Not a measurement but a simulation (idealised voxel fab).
process module | voxel spacer lines
cross-section cut | 295 nm wide | cells 5 nm
A cross-section is a grid of square cells, given in bands from the top down. A band is one or more rows of cells.
Each band's line starts with the height of the band's top and of its bottom, in nm. Then come its materials from left to right, each with its width in nm. One material with "throughout" fills the band from edge to edge. "air" is empty space.
Height 0 is the level under which the wafer as received is all one material. The lowest band goes on downwards, as in "0 down".
A width such as "30 to 40" changes by the same amount from each row of cells to the next, from the band's top row to its bottom row.
"no change" after a step means that no cell of the cross-section changed.
closed voids: empty space of 8 cells or more with no open way to the top, each as width x height at its distance from the left edge, in nm
after a step's settings: what the simulator itself notes on the step
overlay nm, on a step with a mask: how far to the right of its planned place the mask lay; to the left if negative
plan
1 op RECEIVE | material Si
2 op CONFORMAL_DEP | material Al2O3 | thk nm 5
3 op DIRECTIONAL_DEP | material SiN | thk nm 15
4 op DIRECTIONAL_DEP | material aC | thk nm 20
5 op PATTERN | tone cover | mask id MANDREL | material resist | width nm 15 | pitch nm 60 | thk nm 25 | overlay nm 0
6 op DIRECTIONAL_ETCH | etch materials aC | depth nm 20
7 op STRIP | etch materials resist
8 op CONFORMAL_DEP | material SiO2 | thk nm 15
9 op DIRECTIONAL_ETCH | etch materials SiO2 | depth nm 15
10 op STRIP | etch materials aC
11 op DIRECTIONAL_ETCH | etch materials SiN | depth nm 15
12 op STRIP | etch materials SiO2
13 op FILL_DEP | material SiO2 | thk nm 10
14 op CMP | height nm 20
as received, after step 1
  0 down: Si throughout
  closed voids: none
first wafer at the end, as planned
  20 to 5: SiO2 95 | SiN 15 | SiO2 15 | SiN 15 | SiO2 15 | SiN 15 | SiO2 15 | SiN 15 | SiO2 95
  5 to 0: Al2O3 throughout
  0 down: Si throughout
  closed voids: none
second wafer at the end: like start, like plan, one mistake
  20 to 5: SiO2 95 | SiN 15 | SiO2 20 | SiN 15 | SiO2 10 | SiN 15 | SiO2 20 | SiN 15 | SiO2 90
  5 to 0: Al2O3 throughout
  0 down: Si throughout
  closed voids: none
what went wrong: step 5 ran as: op PATTERN | tone cover | mask id MANDREL | material resist | width nm 20 | pitch nm 60 | thk nm 25 | overlay nm 0
at the end the second wafer has, in cells: as many of each material as the first, in other places
